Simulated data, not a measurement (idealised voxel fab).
process module | voxel transistor to metal
cross-section cut | 180 nm wide | cells 5 nm
A cross-section is a grid of square cells, given in bands from the top down. A band is one or more rows of cells.
Each band's line starts with the height of the band's top and of its bottom, in nm. Then come its materials from left to right, each with its width in nm. One material with "throughout" fills the band from edge to edge. "air" is empty space.
Height 0 is the level under which the wafer as received is all one material. The lowest band goes on downwards, as in "0 down".
A width such as "30 to 40" changes by the same amount from each row of cells to the next, from the band's top row to its bottom row.
"no change" after a step means that no cell of the cross-section changed.
closed voids: empty space of 8 cells or more with no open way to the top, each as width x height at its distance from the left edge, in nm
after a step's settings: what the simulator itself notes on the step
overlay nm, on a step with a mask: how far to the right of its planned place the mask lay; to the left if negative
plan
1 op RECEIVE | material Si
2 op CONFORMAL_DEP | material SiO2 | thk nm 5
3 op CONFORMAL_DEP | material SiN | thk nm 10
4 op MASKED_ETCH | tone cover | mask id ACTIVE | width nm 110 | etch materials SiN | depth nm 10 | overlay nm 0
5 op MASKED_ETCH | tone cover | mask id ACTIVE | width nm 110 | etch materials SiO2 | depth nm 5 | overlay nm 0
6 op MASKED_ETCH | tone cover | mask id ACTIVE | width nm 110 | etch materials Si | depth nm 20 | overlay nm 0
7 op OXIDIZE | depth nm 5
8 op FILL_DEP | material SiO2 | thk nm 10
9 op CMP | height nm 15
10 op SELECTIVE_ETCH | etch materials SiO2 | depth nm 10
11 op STRIP | etch materials SiN
12 op SELECTIVE_ETCH | etch materials SiO2 | depth nm 5
13 op OXIDIZE | depth nm 5
14 op DIRECTIONAL_DEP | material polySi | thk nm 30
15 op DIRECTIONAL_DEP | material SiCN | thk nm 10
16 op MASKED_ETCH | tone cover | mask id GATE | width nm 20 | etch materials SiCN | depth nm 20 | overlay nm 0
17 op MASKED_ETCH | tone cover | mask id GATE | width nm 20 | etch materials polySi | depth nm 40 | overlay nm 0
18 op CONFORMAL_DEP | material SiN | thk nm 5
19 op DIRECTIONAL_ETCH | etch materials SiN | depth nm 5
20 op DIRECTIONAL_ETCH | etch materials SiO2 | depth nm 5
21 op DIRECTIONAL_ETCH | etch materials Si | depth nm 5
22 op EPI | material pSi | thk nm 5
23 op FILL_DEP | material SiO2 | thk nm 10
24 op CMP | height nm 40
25 op DIRECTIONAL_DEP | material SiO2 | thk nm 10
26 op MASKED_ETCH | tone open | mask id CONTACT | width nm 30 | pitch nm 60 | etch materials SiO2 | depth nm 55 | overlay nm 0
27 op CONFORMAL_DEP | material TiN | thk nm 5
28 op FILL_DEP | material Ru | thk nm 5
29 op CMP | height nm 50
30 op CONFORMAL_DEP | material SiCN | thk nm 5
31 op DIRECTIONAL_DEP | material SiO2 | thk nm 20
32 op PATTERN | tone open | mask id METAL_1 | material resist | width nm 15 | pitch nm 75 | thk nm 15 | overlay nm 0
33 op DIRECTIONAL_ETCH | etch materials SiO2 | depth nm 20
34 op DIRECTIONAL_ETCH | etch materials SiCN | depth nm 5
35 op STRIP | etch materials resist
36 op CONFORMAL_DEP | material TiN | thk nm 5
37 op FILL_DEP | material Cu | thk nm 5
38 op CMP | height nm 75
39 op CONFORMAL_DEP | material SiCN | thk nm 5
40 op DIRECTIONAL_DEP | material SiO2 | thk nm 35
41 op PATTERN | tone open | mask id METAL_2 | material resist | width nm 15 | pitch nm 75 | thk nm 15 | overlay nm 0
42 op DIRECTIONAL_ETCH | etch materials SiO2 | depth nm 20
43 op STRIP | etch materials resist
44 op DIRECTIONAL_DEP | material aC | thk nm 15
45 op PATTERN | tone open | mask id METAL_2_HOLES | material resist | width nm 15 | pitch nm 75 | thk nm 30 | overlay nm 0
46 op DIRECTIONAL_ETCH | etch materials aC | depth nm 15
47 op STRIP | etch materials resist
48 op DIRECTIONAL_ETCH | etch materials SiO2 | depth nm 15
49 op DIRECTIONAL_ETCH | etch materials SiCN | depth nm 5
50 op STRIP | etch materials aC
51 op CONFORMAL_DEP | material TiN | thk nm 5
52 op FILL_DEP | material Ru | thk nm 5
53 op CMP | height nm 115
54 op CONFORMAL_DEP | material SiN | thk nm 5
first wafer, as planned
as received, after step 1
  0 down: Si throughout
  closed voids: none
after step 2
  5 to 0: SiO2 throughout
  below 0: unchanged
after step 3
  15 to 5: SiN throughout
  below 5: unchanged
after step 4
  15 to 5: air 35 | SiN 110 | air 35
  below 5: unchanged
after step 5
  15 to 5: air 35 | SiN 110 | air 35
  5 to 0: air 35 | SiO2 110 | air 35
  below 0: unchanged
after step 6
  15 to 5: air 35 | SiN 110 | air 35
  5 to 0: air 35 | SiO2 110 | air 35
  0 to -20: air 35 | Si 110 | air 35
  below -20: unchanged
after step 7
  15 to 5: air 35 | SiN 110 | air 35
  5 to 0: air 35 | SiO2 110 | air 35
  0 to -20: air 35 | SiO2 5 | Si 100 | SiO2 5 | air 35
  -20 to -25: SiO2 40 | Si 100 | SiO2 40
  below -25: unchanged
after step 8
  25 to 15: SiO2 throughout
  15 to 5: SiO2 35 | SiN 110 | SiO2 35
  5 to 0: SiO2 throughout
  0 to -25: SiO2 40 | Si 100 | SiO2 40
  below -25: unchanged
after step 9
  15 to 5: SiO2 35 | SiN 110 | SiO2 35
  below 5: unchanged
after step 10
  15 to 5: air 35 | SiN 110 | air 35
  below 5: unchanged
after step 11
  5 to 0: SiO2 throughout
  below 0: unchanged
after step 12
  0 to -25: SiO2 40 | Si 100 | SiO2 40
  below -25: unchanged
after step 13
  0 to -5: SiO2 throughout
  below -5: unchanged
after step 14
  30 to 0: polySi throughout
  below 0: unchanged
after step 15
  40 to 30: SiCN throughout
  below 30: unchanged
after step 16
  40 to 30: air 80 | SiCN 20 | air 80
  below 30: unchanged
after step 17
  40 to 30: air 80 | SiCN 20 | air 80
  30 to 0: air 80 | polySi 20 | air 80
  below 0: unchanged
after step 18
  45 to 40: air 75 | SiN 30 | air 75
  40 to 30: air 75 | SiN 5 | SiCN 20 | SiN 5 | air 75
  30 to 5: air 75 | SiN 5 | polySi 20 | SiN 5 | air 75
  5 to 0: SiN 80 | polySi 20 | SiN 80
  below 0: unchanged
after step 19
  40 to 30: air 75 | SiN 5 | SiCN 20 | SiN 5 | air 75
  30 to 0: air 75 | SiN 5 | polySi 20 | SiN 5 | air 75
  below 0: unchanged
after step 20
  40 to 30: air 75 | SiN 5 | SiCN 20 | SiN 5 | air 75
  30 to 0: air 75 | SiN 5 | polySi 20 | SiN 5 | air 75
  0 to -5: air 75 | SiO2 30 | air 75
  below -5: unchanged
after step 21
  40 to 30: air 75 | SiN 5 | SiCN 20 | SiN 5 | air 75
  30 to 0: air 75 | SiN 5 | polySi 20 | SiN 5 | air 75
  0 to -5: air 75 | SiO2 30 | air 75
  -5 to -10: SiO2 40 | air 35 | Si 30 | air 35 | SiO2 40
  below -10: unchanged
after step 22
  40 to 30: air 75 | SiN 5 | SiCN 20 | SiN 5 | air 75
  30 to 0: air 75 | SiN 5 | polySi 20 | SiN 5 | air 75
  0 to -5: air 70 | pSi 5 | SiO2 30 | pSi 5 | air 70
  -5 to -10: SiO2 40 | pSi 35 | Si 30 | pSi 35 | SiO2 40
  below -10: unchanged
after step 23
  50 to 40: SiO2 throughout
  40 to 30: SiO2 75 | SiN 5 | SiCN 20 | SiN 5 | SiO2 75
  30 to 0: SiO2 75 | SiN 5 | polySi 20 | SiN 5 | SiO2 75
  0 to -5: SiO2 70 | pSi 5 | SiO2 30 | pSi 5 | SiO2 70
  below -5: unchanged
after step 24
  40 to 30: SiO2 75 | SiN 5 | SiCN 20 | SiN 5 | SiO2 75
  below 30: unchanged
after step 25
  50 to 40: SiO2 throughout
  below 40: unchanged
after step 26
  50 to 40: SiO2 45 | air 30 | SiO2 30 | air 30 | SiO2 45
  40 to 30: SiO2 45 | air 30 | SiN 5 | SiCN 20 | SiN 5 | air 30 | SiO2 45
  30 to 0: SiO2 45 | air 30 | SiN 5 | polySi 20 | SiN 5 | air 30 | SiO2 45
  0 to -5: SiO2 45 | air 25 | pSi 5 | SiO2 30 | pSi 5 | air 25 | SiO2 45
  below -5: unchanged
after step 27
  55 to 50: TiN 50 | air 20 | TiN 40 | air 20 | TiN 50
  50 to 40: SiO2 45 | TiN 5 | air 20 | TiN 5 | SiO2 30 | TiN 5 | air 20 | TiN 5 | SiO2 45
  40 to 30: SiO2 45 | TiN 5 | air 20 | TiN 5 | SiN 5 | SiCN 20 | SiN 5 | TiN 5 | air 20 | TiN 5 | SiO2 45
  30 to 5: SiO2 45 | TiN 5 | air 20 | TiN 5 | SiN 5 | polySi 20 | SiN 5 | TiN 5 | air 20 | TiN 5 | SiO2 45
  5 to 0: SiO2 45 | TiN 5 | air 15 | TiN 10 | SiN 5 | polySi 20 | SiN 5 | TiN 10 | air 15 | TiN 5 | SiO2 45
  0 to -5: SiO2 45 | TiN 25 | pSi 5 | SiO2 30 | pSi 5 | TiN 25 | SiO2 45
  below -5: unchanged
after step 28
  60 to 55: Ru throughout
  55 to 50: TiN 50 | Ru 20 | TiN 40 | Ru 20 | TiN 50
  50 to 40: SiO2 45 | TiN 5 | Ru 20 | TiN 5 | SiO2 30 | TiN 5 | Ru 20 | TiN 5 | SiO2 45
  40 to 30: SiO2 45 | TiN 5 | Ru 20 | TiN 5 | SiN 5 | SiCN 20 | SiN 5 | TiN 5 | Ru 20 | TiN 5 | SiO2 45
  30 to 5: SiO2 45 | TiN 5 | Ru 20 | TiN 5 | SiN 5 | polySi 20 | SiN 5 | TiN 5 | Ru 20 | TiN 5 | SiO2 45
  5 to 0: SiO2 45 | TiN 5 | Ru 15 | TiN 10 | SiN 5 | polySi 20 | SiN 5 | TiN 10 | Ru 15 | TiN 5 | SiO2 45
  below 0: unchanged
after step 29
  50 to 40: SiO2 45 | TiN 5 | Ru 20 | TiN 5 | SiO2 30 | TiN 5 | Ru 20 | TiN 5 | SiO2 45
  below 40: unchanged
after step 30
  55 to 50: SiCN throughout
  below 50: unchanged
after step 31
  75 to 55: SiO2 throughout
  below 55: unchanged
after step 32
  90 to 75: resist 45 | air 15 | resist 60 | air 15 | resist 45
  below 75: unchanged
after step 33
  90 to 75: resist 45 | air 15 | resist 60 | air 15 | resist 45
  75 to 55: SiO2 45 | air 15 | SiO2 60 | air 15 | SiO2 45
  below 55: unchanged
after step 34
  90 to 75: resist 45 | air 15 | resist 60 | air 15 | resist 45
  75 to 55: SiO2 45 | air 15 | SiO2 60 | air 15 | SiO2 45
  55 to 50: SiCN 45 | air 15 | SiCN 60 | air 15 | SiCN 45
  below 50: unchanged
after step 35
  75 to 55: SiO2 45 | air 15 | SiO2 60 | air 15 | SiO2 45
  below 55: unchanged
after step 36
  80 to 75: TiN 50 | air 5 | TiN 70 | air 5 | TiN 50
  75 to 55: SiO2 45 | TiN 5 | air 5 | TiN 5 | SiO2 60 | TiN 5 | air 5 | TiN 5 | SiO2 45
  55 to 50: SiCN 45 | TiN 15 | SiCN 60 | TiN 15 | SiCN 45
  below 50: unchanged
after step 37
  85 to 80: Cu throughout
  80 to 75: TiN 50 | Cu 5 | TiN 70 | Cu 5 | TiN 50
  75 to 55: SiO2 45 | TiN 5 | Cu 5 | TiN 5 | SiO2 60 | TiN 5 | Cu 5 | TiN 5 | SiO2 45
  below 55: unchanged
after step 38
  75 to 55: SiO2 45 | TiN 5 | Cu 5 | TiN 5 | SiO2 60 | TiN 5 | Cu 5 | TiN 5 | SiO2 45
  below 55: unchanged
after step 39
  80 to 75: SiCN throughout
  below 75: unchanged
after step 40
  115 to 80: SiO2 throughout
  below 80: unchanged
after step 41
  130 to 115: resist 45 | air 15 | resist 60 | air 15 | resist 45
  below 115: unchanged
after step 42
  130 to 115: resist 45 | air 15 | resist 60 | air 15 | resist 45
  115 to 95: SiO2 45 | air 15 | SiO2 60 | air 15 | SiO2 45
  below 95: unchanged
after step 43
  115 to 95: SiO2 45 | air 15 | SiO2 60 | air 15 | SiO2 45
  below 95: unchanged
after step 44
  130 to 115: aC 45 | air 15 | aC 60 | air 15 | aC 45
  115 to 110: SiO2 45 | air 15 | SiO2 60 | air 15 | SiO2 45
  110 to 95: SiO2 45 | aC 15 | SiO2 60 | aC 15 | SiO2 45
  below 95: unchanged
after step 45
  160 to 130: resist 45 | air 15 | resist 60 | air 15 | resist 45
  below 130: unchanged
after step 46
  145 to 130: resist 45 | air 15 | resist 60 | air 15 | resist 45
  130 to 115: aC 45 | air 15 | aC 60 | air 15 | aC 45
  115 to 95: SiO2 45 | air 15 | SiO2 60 | air 15 | SiO2 45
  below 95: unchanged
after step 47
  130 to 115: aC 45 | air 15 | aC 60 | air 15 | aC 45
  below 115: unchanged
after step 48
  130 to 115: aC 45 | air 15 | aC 60 | air 15 | aC 45
  115 to 80: SiO2 45 | air 15 | SiO2 60 | air 15 | SiO2 45
  below 80: unchanged
after step 49
  130 to 115: aC 45 | air 15 | aC 60 | air 15 | aC 45
  115 to 80: SiO2 45 | air 15 | SiO2 60 | air 15 | SiO2 45
  80 to 75: SiCN 45 | air 15 | SiCN 60 | air 15 | SiCN 45
  below 75: unchanged
after step 50
  115 to 80: SiO2 45 | air 15 | SiO2 60 | air 15 | SiO2 45
  below 80: unchanged
after step 51
  120 to 115: TiN 50 | air 5 | TiN 70 | air 5 | TiN 50
  115 to 80: SiO2 45 | TiN 5 | air 5 | TiN 5 | SiO2 60 | TiN 5 | air 5 | TiN 5 | SiO2 45
  80 to 75: SiCN 45 | TiN 15 | SiCN 60 | TiN 15 | SiCN 45
  below 75: unchanged
after step 52
  125 to 120: Ru throughout
  120 to 115: TiN 50 | Ru 5 | TiN 70 | Ru 5 | TiN 50
  115 to 80: SiO2 45 | TiN 5 | Ru 5 | TiN 5 | SiO2 60 | TiN 5 | Ru 5 | TiN 5 | SiO2 45
  below 80: unchanged
after step 53
  115 to 80: SiO2 45 | TiN 5 | Ru 5 | TiN 5 | SiO2 60 | TiN 5 | Ru 5 | TiN 5 | SiO2 45
  below 80: unchanged
after step 54
  120 to 115: SiN throughout
  below 115: unchanged
second wafer: like start, like plan, one mistake. Through step 25 it matches the first wafer
when step 26 should have ended
  50 to 40: SiO2 55 | air 30 | SiO2 30 | air 30 | SiO2 35
  40 to 30: SiO2 55 | air 20 | SiN 5 | SiCN 20 | SiN 5 | SiO2 10 | air 30 | SiO2 35
  30 to 0: SiO2 55 | air 20 | SiN 5 | polySi 20 | SiN 5 | SiO2 10 | air 30 | SiO2 35
  0 to -5: SiO2 55 | air 15 | pSi 5 | SiO2 30 | pSi 5 | SiO2 5 | air 30 | SiO2 35
  below -5: unchanged
when step 27 should have ended
  55 to 50: TiN 60 | air 20 | TiN 40 | air 20 | TiN 40
  50 to 40: SiO2 55 | TiN 5 | air 20 to 10 | TiN 5 to 15 | SiO2 30 | TiN 5 | air 20 | TiN 5 | SiO2 35
  40 to 30: SiO2 55 | TiN 5 | air 10 | TiN 5 | SiN 5 | SiCN 20 | SiN 5 | SiO2 10 | TiN 5 | air 20 | TiN 5 | SiO2 35
  30 to 5: SiO2 55 | TiN 5 | air 10 | TiN 5 | SiN 5 | polySi 20 | SiN 5 | SiO2 10 | TiN 5 | air 20 | TiN 5 | SiO2 35
  5 to 0: SiO2 55 | TiN 5 | air 5 | TiN 10 | SiN 5 | polySi 20 | SiN 5 | SiO2 10 | TiN 5 | air 20 | TiN 5 | SiO2 35
  0 to -5: SiO2 55 | TiN 15 | pSi 5 | SiO2 30 | pSi 5 | SiO2 5 | TiN 30 | SiO2 35
  below -5: unchanged
when step 28 should have ended
  60 to 55: Ru throughout
  55 to 50: TiN 60 | Ru 20 | TiN 40 | Ru 20 | TiN 40
  50 to 40: SiO2 55 | TiN 5 | Ru 20 to 10 | TiN 5 to 15 | SiO2 30 | TiN 5 | Ru 20 | TiN 5 | SiO2 35
  40 to 30: SiO2 55 | TiN 5 | Ru 10 | TiN 5 | SiN 5 | SiCN 20 | SiN 5 | SiO2 10 | TiN 5 | Ru 20 | TiN 5 | SiO2 35
  30 to 5: SiO2 55 | TiN 5 | Ru 10 | TiN 5 | SiN 5 | polySi 20 | SiN 5 | SiO2 10 | TiN 5 | Ru 20 | TiN 5 | SiO2 35
  5 to 0: SiO2 55 | TiN 5 | Ru 5 | TiN 10 | SiN 5 | polySi 20 | SiN 5 | SiO2 10 | TiN 5 | Ru 20 | TiN 5 | SiO2 35
  below 0: unchanged
when step 29 should have ended
  50 to 40: SiO2 55 | TiN 5 | Ru 20 to 10 | TiN 5 to 15 | SiO2 30 | TiN 5 | Ru 20 | TiN 5 | SiO2 35
  below 40: unchanged
when step 30 should have ended
  55 to 50: SiCN throughout
  below 50: unchanged
when step 31 should have ended
  75 to 55: SiO2 throughout
  below 55: unchanged
when step 32 should have ended
  90 to 75: resist 45 | air 15 | resist 60 | air 15 | resist 45
  below 75: unchanged
when step 33 should have ended
  90 to 75: resist 45 | air 15 | resist 60 | air 15 | resist 45
  75 to 55: SiO2 45 | air 15 | SiO2 60 | air 15 | SiO2 45
  below 55: unchanged
when step 34 should have ended
  90 to 75: resist 45 | air 15 | resist 60 | air 15 | resist 45
  75 to 55: SiO2 45 | air 15 | SiO2 60 | air 15 | SiO2 45
  55 to 50: SiCN 45 | air 15 | SiCN 60 | air 15 | SiCN 45
  below 50: unchanged
when step 35 should have ended
  75 to 55: SiO2 45 | air 15 | SiO2 60 | air 15 | SiO2 45
  below 55: unchanged
when step 36 should have ended
  80 to 75: TiN 50 | air 5 | TiN 70 | air 5 | TiN 50
  75 to 55: SiO2 45 | TiN 5 | air 5 | TiN 5 | SiO2 60 | TiN 5 | air 5 | TiN 5 | SiO2 45
  55 to 50: SiCN 45 | TiN 15 | SiCN 60 | TiN 15 | SiCN 45
  below 50: unchanged
when step 37 should have ended
  85 to 80: Cu throughout
  80 to 75: TiN 50 | Cu 5 | TiN 70 | Cu 5 | TiN 50
  75 to 55: SiO2 45 | TiN 5 | Cu 5 | TiN 5 | SiO2 60 | TiN 5 | Cu 5 | TiN 5 | SiO2 45
  below 55: unchanged
when step 38 should have ended
  75 to 55: SiO2 45 | TiN 5 | Cu 5 | TiN 5 | SiO2 60 | TiN 5 | Cu 5 | TiN 5 | SiO2 45
  below 55: unchanged
when step 39 should have ended
  80 to 75: SiCN throughout
  below 75: unchanged
when step 40 should have ended
  115 to 80: SiO2 throughout
  below 80: unchanged
when step 41 should have ended
  130 to 115: resist 45 | air 15 | resist 60 | air 15 | resist 45
  below 115: unchanged
when step 42 should have ended
  130 to 115: resist 45 | air 15 | resist 60 | air 15 | resist 45
  115 to 95: SiO2 45 | air 15 | SiO2 60 | air 15 | SiO2 45
  below 95: unchanged
when step 43 should have ended
  115 to 95: SiO2 45 | air 15 | SiO2 60 | air 15 | SiO2 45
  below 95: unchanged
when step 44 should have ended
  130 to 115: aC 45 | air 15 | aC 60 | air 15 | aC 45
  115 to 110: SiO2 45 | air 15 | SiO2 60 | air 15 | SiO2 45
  110 to 95: SiO2 45 | aC 15 | SiO2 60 | aC 15 | SiO2 45
  below 95: unchanged
when step 45 should have ended
  160 to 130: resist 45 | air 15 | resist 60 | air 15 | resist 45
  below 130: unchanged
when step 46 should have ended
  145 to 130: resist 45 | air 15 | resist 60 | air 15 | resist 45
  130 to 115: aC 45 | air 15 | aC 60 | air 15 | aC 45
  115 to 95: SiO2 45 | air 15 | SiO2 60 | air 15 | SiO2 45
  below 95: unchanged
when step 47 should have ended
  130 to 115: aC 45 | air 15 | aC 60 | air 15 | aC 45
  below 115: unchanged
when step 48 should have ended
  130 to 115: aC 45 | air 15 | aC 60 | air 15 | aC 45
  115 to 80: SiO2 45 | air 15 | SiO2 60 | air 15 | SiO2 45
  below 80: unchanged
when step 49 should have ended
  130 to 115: aC 45 | air 15 | aC 60 | air 15 | aC 45
  115 to 80: SiO2 45 | air 15 | SiO2 60 | air 15 | SiO2 45
  80 to 75: SiCN 45 | air 15 | SiCN 60 | air 15 | SiCN 45
  below 75: unchanged
when step 50 should have ended
  115 to 80: SiO2 45 | air 15 | SiO2 60 | air 15 | SiO2 45
  below 80: unchanged
when step 51 should have ended
  120 to 115: TiN 50 | air 5 | TiN 70 | air 5 | TiN 50
  115 to 80: SiO2 45 | TiN 5 | air 5 | TiN 5 | SiO2 60 | TiN 5 | air 5 | TiN 5 | SiO2 45
  80 to 75: SiCN 45 | TiN 15 | SiCN 60 | TiN 15 | SiCN 45
  below 75: unchanged
when step 52 should have ended
  125 to 120: Ru throughout
  120 to 115: TiN 50 | Ru 5 | TiN 70 | Ru 5 | TiN 50
  115 to 80: SiO2 45 | TiN 5 | Ru 5 | TiN 5 | SiO2 60 | TiN 5 | Ru 5 | TiN 5 | SiO2 45
  below 80: unchanged
when step 53 should have ended
  115 to 80: SiO2 45 | TiN 5 | Ru 5 | TiN 5 | SiO2 60 | TiN 5 | Ru 5 | TiN 5 | SiO2 45
  below 80: unchanged
when step 54 should have ended
  120 to 115: SiN throughout
  below 115: unchanged
what went wrong: step 26 ran as: op MASKED_ETCH | tone open | mask id CONTACT | width nm 30 | pitch nm 60 | etch materials SiO2 | depth nm 55 | overlay nm 10
at the end the second wafer has, in cells: 17 fewer of Ru | 17 more of SiO2
